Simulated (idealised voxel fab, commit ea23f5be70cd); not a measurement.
The document below concerns the process module designated voxel capacitor over wiring.
The cross-section on display is named cut; it measures 255 nm wide, and its cells are 5 nm squares.
When this document writes out a cross-section, it uses a grid of square cells and lists it as bands, beginning at the top and moving down, with a band standing for one or more rows of cells. This entry defines a band. It first specifies the height of the band's top and the height of its bottom in nm, and then specifies the band's materials from left to right, stating each material with its width in nm. The word "full width" identifies a single material that fills the band from edge to edge, while the word "empty" identifies empty space. For the purposes of this specification, 0 denotes the height below which the wafer in its as-received condition is composed wholly of one material, and the lowermost band, lacking a lower limit, extends downward without end, as expressed in "from 0 down". A width such as "30->40" changes by the same amount from each row of cells to the next, from the band's top row to its bottom row. Take "remains unaltered" at face value: in the step it is given for, the cross-section changed in none of its cells. Heads up: "Enclosed void list" only lists the empty pockets with no open path to the top that are 8 cells or more, and it writes them as width x height at distance, distance from the left edge, in nm. Text after the settings on a step's line: the simulator's own remark on that step. overlay nm: mask right of planned place by this much (step with mask). Neg. = left.

PLANNED PROCESS STEPS
1) RECEIVE, material Si
2) CONFORMAL_DEP, material SiO2, thk nm 15
3) DIRECTIONAL_DEP, material TiN, thk nm 5
4) DIRECTIONAL_DEP, material W, thk nm 15
5) PATTERN, tone cover, mask id METAL_1, material resist, width nm 20, pitch nm 70, thk nm 15, overlay nm -15
6) DIRECTIONAL_ETCH, etch materials W, depth nm 15
7) DIRECTIONAL_ETCH, etch materials TiN, depth nm 5
8) STRIP, etch materials resist
9) CONFORMAL_DEP, material SiN, thk nm 5
10) FILL_DEP, material lowk, thk nm 10
11) CMP, height nm 35
12) CONFORMAL_DEP, material SiCN, thk nm 5
13) DIRECTIONAL_DEP, material lowk, thk nm 20
14) DIRECTIONAL_DEP, material aC, thk nm 10
15) PATTERN, tone open, mask id PLUG_1, material resist, width nm 15, thk nm 25, overlay nm 0
16) DIRECTIONAL_ETCH, etch materials aC, depth nm 10
17) STRIP, etch materials resist
18) DIRECTIONAL_ETCH, etch materials lowk, depth nm 20
19) DIRECTIONAL_ETCH, etch materials SiCN, depth nm 5
20) STRIP, etch materials aC
21) CONFORMAL_DEP, material TiN, thk nm 5
22) FILL_DEP, material Ru, thk nm 10
23) CMP, height nm 60
24) DIRECTIONAL_DEP, material TiN, thk nm 10
25) DIRECTIONAL_DEP, material SiN, thk nm 5
26) DIRECTIONAL_DEP, material TiN, thk nm 5
27) PATTERN, tone cover, mask id UPPER_PLATE, material resist, width nm 55, thk nm 20, overlay nm 0
28) DIRECTIONAL_ETCH, etch materials TiN, depth nm 5
29) DIRECTIONAL_ETCH, etch materials SiN, depth nm 5
30) STRIP, etch materials resist
31) MASKED_ETCH, tone cover, mask id LOWER_PLATE, width nm 65, etch materials TiN, depth nm 10, overlay nm 0
32) FILL_DEP, material SiO2, thk nm 15
33) CMP, height nm 90
34) DIRECTIONAL_DEP, material aC, thk nm 15
35) PATTERN, tone open, mask id PLUG_2, material resist, width nm 15, thk nm 30, overlay nm 0
36) DIRECTIONAL_ETCH, etch materials aC, depth nm 15
37) STRIP, etch materials resist
38) DIRECTIONAL_ETCH, etch materials SiO2, depth nm 10
39) STRIP, etch materials aC
40) CONFORMAL_DEP, material TiN, thk nm 5
41) FILL_DEP, material Ru, thk nm 5
42) CMP, height nm 90
43) CONFORMAL_DEP, material SiCN, thk nm 5
Same starting wafers, different overlay nm at step 5. Plan value belongs to the first wafer.

FIRST WAFER OF SEVERAL, AS RECEIVED: CROSS-SECTION AFTER STEP 1
from 0 down = Si full width
Enclosed void list: none

QUICK LOOK AT THE CROSS-SECTION OF THE FIRST OF SEVERAL WAFERS AFTER STEP 43, WHICH WRAPS UP THE MODULE
from 95 to 90 = SiCN full width
from 90 to 85 = 95 nm SiO2, then 5 nm TiN, then 5 nm Ru, then 5 nm TiN, then 145 nm SiO2
from 85 to 75 = 95->85 nm SiO2, then 15->55 nm TiN, then 145->115 nm SiO2
from 75 to 70 = 85 nm SiO2, then 55 nm SiN, then 115 nm SiO2
from 70 to 60 = 80 nm SiO2, then 65 nm TiN, then 110 nm SiO2
from 60 to 40 = 85 nm lowk, then 5 nm TiN, then 5 nm Ru, then 5 nm TiN, then 155 nm lowk
from 40 to 35 = 85 nm SiCN, then 15 nm TiN, then 155 nm SiCN
from 35 to 20 = 60 nm lowk, then 5 nm SiN, then 20 nm W, then 5 nm SiN, then 40 nm lowk, then 5 nm SiN, then 20 nm W, then 5 nm SiN, then 95 nm lowk
from 20 to 15 = 65 nm SiN, then 20 nm TiN, then 50 nm SiN, then 20 nm TiN, then 100 nm SiN
from 15 to 0 = SiO2 full width
from 0 down = Si full width
Enclosed void list: none

OF THE SEVERAL WAFERS, THE LAST: CROSS-SECTION AT THE END OF THE MODULE
from 95 to 90 = SiCN full width
from 90 to 85 = 95 nm SiO2, then 5 nm TiN, then 5 nm Ru, then 5 nm TiN, then 145 nm SiO2
from 85 to 75 = 95->85 nm SiO2, then 15->55 nm TiN, then 145->115 nm SiO2
from 75 to 70 = 85 nm SiO2, then 55 nm SiN, then 115 nm SiO2
from 70 to 60 = 80 nm SiO2, then 65 nm TiN, then 110 nm SiO2
from 60 to 40 = 85 nm lowk, then 5 nm TiN, then 5 nm Ru, then 5 nm TiN, then 155 nm lowk
from 40 to 35 = 85 nm SiCN, then 15 nm TiN, then 155 nm SiCN
from 35 to 20 = 90 nm lowk, then 5 nm SiN, then 20 nm W, then 5 nm SiN, then 40 nm lowk, then 5 nm SiN, then 20 nm W, then 5 nm SiN, then 65 nm lowk
from 20 to 15 = 95 nm SiN, then 20 nm TiN, then 50 nm SiN, then 20 nm TiN, then 70 nm SiN
from 15 to 0 = SiO2 full width
from 0 down = Si full width
Enclosed void list: none

HERE IS HOW TO READ THE ROWS: EVERY WAFER HAS A ROW, AND IT SHOWS THE WAFER AT THE END OF THE MODULE, GIVING FOR EACH MATERIAL HOW MANY CELLS WERE GAINED (+) OR LOST (-) SINCE THE WAFER WAS RECEIVED, THEN LISTING ITS CLOSED VOIDS
overlay nm -15; +5 Ru; +99 SiCN; +66 SiN; +405 SiO2; +61 TiN; +24 W; +309 lowk; Enclosed void list: none
overlay nm -10; +5 Ru; +99 SiCN; +66 SiN; +405 SiO2; +61 TiN; +24 W; +309 lowk; Enclosed void list: none
overlay nm -5; +5 Ru; +99 SiCN; +66 SiN; +405 SiO2; +61 TiN; +24 W; +309 lowk; Enclosed void list: none
overlay nm 0; +5 Ru; +99 SiCN; +66 SiN; +405 SiO2; +61 TiN; +24 W; +309 lowk; Enclosed void list: none
overlay nm 5; +5 Ru; +99 SiCN; +66 SiN; +405 SiO2; +61 TiN; +24 W; +309 lowk; Enclosed void list: none
overlay nm 10; +5 Ru; +99 SiCN; +66 SiN; +405 SiO2; +61 TiN; +24 W; +309 lowk; Enclosed void list: none
overlay nm 15; +5 Ru; +99 SiCN; +66 SiN; +405 SiO2; +61 TiN; +24 W; +309 lowk; Enclosed void list: none
